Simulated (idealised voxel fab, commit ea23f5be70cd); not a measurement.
process module | voxel double patterning
cross-section cut | 270 nm wide | cells 5 nm
A cross-section is a grid of square cells, given in bands from the top down. A band is one or more rows of cells.
Each band's line starts with the height of the band's top and of its bottom, in nm. Then come its materials from left to right, each with its width in nm. One material with "throughout" fills the band from edge to edge. "air" is empty space.
Height 0 is the level under which the wafer as received is all one material. The lowest band goes on downwards, as in "0 down".
A width such as "30 to 40" changes by the same amount from each row of cells to the next, from the band's top row to its bottom row.
"no change" after a step means that no cell of the cross-section changed.
closed voids: empty space of 8 cells or more with no open way to the top, each as width x height at its distance from the left edge, in nm
after a step's settings: what the simulator itself notes on the step
overlay nm, on a step with a mask: how far to the right of its planned place the mask lay; to the left if negative
plan
1 op RECEIVE | material Si
2 op CONFORMAL_DEP | material SiO2 | thk nm 10
3 op DIRECTIONAL_DEP | material TiN | thk nm 20
4 op DIRECTIONAL_DEP | material SiN | thk nm 5
5 op DIRECTIONAL_DEP | material aC | thk nm 10
6 op PATTERN | tone open | mask id FIRST | material resist | width nm 15 | pitch nm 50 | thk nm 30 | overlay nm 0
7 op DIRECTIONAL_ETCH | etch materials aC | depth nm 10
8 op STRIP | etch materials resist
9 op DIRECTIONAL_ETCH | etch materials SiN | depth nm 5
10 op STRIP | etch materials aC
11 op DIRECTIONAL_DEP | material aC | thk nm 10
12 op PATTERN | tone open | mask id SECOND | material resist | width nm 15 | pitch nm 50 | thk nm 30 | overlay nm 0
13 op DIRECTIONAL_ETCH | etch materials aC | depth nm 10
14 op STRIP | etch materials resist
15 op DIRECTIONAL_ETCH | etch materials SiN | depth nm 5
16 op STRIP | etch materials aC
17 op DIRECTIONAL_ETCH | etch materials TiN | depth nm 20
18 op STRIP | etch materials SiN
first wafer, as planned
as received, after step 1
  0 down: Si throughout
  closed voids: none
after step 2
  10 to 0: SiO2 throughout
  below 0: unchanged
after step 3
  30 to 10: TiN throughout
  below 10: unchanged
after step 4
  35 to 30: SiN throughout
  below 30: unchanged
after step 5
  45 to 35: aC throughout
  below 35: unchanged
after step 6
  75 to 45: resist 75 | air 15 | resist 35 | air 15 | resist 35 | air 15 | resist 80
  below 45: unchanged
after step 7
  65 to 45: resist 75 | air 15 | resist 35 | air 15 | resist 35 | air 15 | resist 80
  45 to 35: aC 75 | air 15 | aC 35 | air 15 | aC 35 | air 15 | aC 80
  below 35: unchanged
after step 8
  45 to 35: aC 75 | air 15 | aC 35 | air 15 | aC 35 | air 15 | aC 80
  below 35: unchanged
after step 9
  45 to 35: aC 75 | air 15 | aC 35 | air 15 | aC 35 | air 15 | aC 80
  35 to 30: SiN 75 | air 15 | SiN 35 | air 15 | SiN 35 | air 15 | SiN 80
  below 30: unchanged
after step 10
  35 to 30: SiN 75 | air 15 | SiN 35 | air 15 | SiN 35 | air 15 | SiN 80
  below 30: unchanged
after step 11
  45 to 40: aC 75 | air 15 | aC 35 | air 15 | aC 35 | air 15 | aC 80
  40 to 35: aC throughout
  35 to 30: SiN 75 | aC 15 | SiN 35 | aC 15 | SiN 35 | aC 15 | SiN 80
  below 30: unchanged
after step 12
  75 to 45: resist 100 | air 15 | resist 35 | air 15 | resist 105
  45 to 40: aC 75 | resist 15 | aC 35 | resist 15 | aC 35 | resist 15 | aC 80
  below 40: unchanged
after step 13
  65 to 45: resist 100 | air 15 | resist 35 | air 15 | resist 105
  45 to 40: aC 75 | resist 15 | aC 10 | air 15 | aC 10 | resist 15 | aC 10 | air 15 | aC 10 | resist 15 | aC 80
  40 to 35: aC 100 | air 15 | aC 35 | air 15 | aC 105
  below 35: unchanged
after step 14
  45 to 40: aC 75 | air 15 | aC 10 | air 15 | aC 10 | air 15 | aC 10 | air 15 | aC 10 | air 15 | aC 80
  below 40: unchanged
after step 15
  45 to 40: aC 75 | air 15 | aC 10 | air 15 | aC 10 | air 15 | aC 10 | air 15 | aC 10 | air 15 | aC 80
  40 to 35: aC 100 | air 15 | aC 35 | air 15 | aC 105
  35 to 30: SiN 75 | aC 15 | SiN 10 | air 15 | SiN 10 | aC 15 | SiN 10 | air 15 | SiN 10 | aC 15 | SiN 80
  below 30: unchanged
after step 16
  35 to 30: SiN 75 | air 15 | SiN 10 | air 15 | SiN 10 | air 15 | SiN 10 | air 15 | SiN 10 | air 15 | SiN 80
  below 30: unchanged
after step 17
  35 to 30: SiN 75 | air 15 | SiN 10 | air 15 | SiN 10 | air 15 | SiN 10 | air 15 | SiN 10 | air 15 | SiN 80
  30 to 10: TiN 75 | air 15 | TiN 10 | air 15 | TiN 10 | air 15 | TiN 10 | air 15 | TiN 10 | air 15 | TiN 80
  below 10: unchanged
after step 18
  30 to 10: TiN 75 | air 15 | TiN 10 | air 15 | TiN 10 | air 15 | TiN 10 | air 15 | TiN 10 | air 15 | TiN 80
  below 10: unchanged
second wafer: like start, like plan, one mistake. Through step 1 it matches the first wafer
when step 2 should have ended: no change
when step 3 should have ended
  20 to 0: TiN throughout
  below 0: unchanged
when step 4 should have ended
  25 to 20: SiN throughout
  below 20: unchanged
when step 5 should have ended
  35 to 25: aC throughout
  below 25: unchanged
when step 6 should have ended
  65 to 35: resist 75 | air 15 | resist 35 | air 15 | resist 35 | air 15 | resist 80
  below 35: unchanged
when step 7 should have ended
  55 to 35: resist 75 | air 15 | resist 35 | air 15 | resist 35 | air 15 | resist 80
  35 to 25: aC 75 | air 15 | aC 35 | air 15 | aC 35 | air 15 | aC 80
  below 25: unchanged
when step 8 should have ended
  35 to 25: aC 75 | air 15 | aC 35 | air 15 | aC 35 | air 15 | aC 80
  below 25: unchanged
when step 9 should have ended
  35 to 25: aC 75 | air 15 | aC 35 | air 15 | aC 35 | air 15 | aC 80
  25 to 20: SiN 75 | air 15 | SiN 35 | air 15 | SiN 35 | air 15 | SiN 80
  below 20: unchanged
when step 10 should have ended
  25 to 20: SiN 75 | air 15 | SiN 35 | air 15 | SiN 35 | air 15 | SiN 80
  below 20: unchanged
when step 11 should have ended
  35 to 30: aC 75 | air 15 | aC 35 | air 15 | aC 35 | air 15 | aC 80
  30 to 25: aC throughout
  25 to 20: SiN 75 | aC 15 | SiN 35 | aC 15 | SiN 35 | aC 15 | SiN 80
  below 20: unchanged
when step 12 should have ended
  65 to 35: resist 100 | air 15 | resist 35 | air 15 | resist 105
  35 to 30: aC 75 | resist 15 | aC 35 | resist 15 | aC 35 | resist 15 | aC 80
  below 30: unchanged
when step 13 should have ended
  55 to 35: resist 100 | air 15 | resist 35 | air 15 | resist 105
  35 to 30: aC 75 | resist 15 | aC 10 | air 15 | aC 10 | resist 15 | aC 10 | air 15 | aC 10 | resist 15 | aC 80
  30 to 25: aC 100 | air 15 | aC 35 | air 15 | aC 105
  below 25: unchanged
when step 14 should have ended
  35 to 30: aC 75 | air 15 | aC 10 | air 15 | aC 10 | air 15 | aC 10 | air 15 | aC 10 | air 15 | aC 80
  below 30: unchanged
when step 15 should have ended
  35 to 30: aC 75 | air 15 | aC 10 | air 15 | aC 10 | air 15 | aC 10 | air 15 | aC 10 | air 15 | aC 80
  30 to 25: aC 100 | air 15 | aC 35 | air 15 | aC 105
  25 to 20: SiN 75 | aC 15 | SiN 10 | air 15 | SiN 10 | aC 15 | SiN 10 | air 15 | SiN 10 | aC 15 | SiN 80
  below 20: unchanged
when step 16 should have ended
  25 to 20: SiN 75 | air 15 | SiN 10 | air 15 | SiN 10 | air 15 | SiN 10 | air 15 | SiN 10 | air 15 | SiN 80
  below 20: unchanged
when step 17 should have ended
  25 to 20: SiN 75 | air 15 | SiN 10 | air 15 | SiN 10 | air 15 | SiN 10 | air 15 | SiN 10 | air 15 | SiN 80
  20 to 0: TiN 75 | air 15 | TiN 10 | air 15 | TiN 10 | air 15 | TiN 10 | air 15 | TiN 10 | air 15 | TiN 80
  below 0: unchanged
when step 18 should have ended
  20 to 0: TiN 75 | air 15 | TiN 10 | air 15 | TiN 10 | air 15 | TiN 10 | air 15 | TiN 10 | air 15 | TiN 80
  below 0: unchanged
what went wrong: step 2 was left out
at the end the second wafer has, in cells: 108 fewer of SiO2
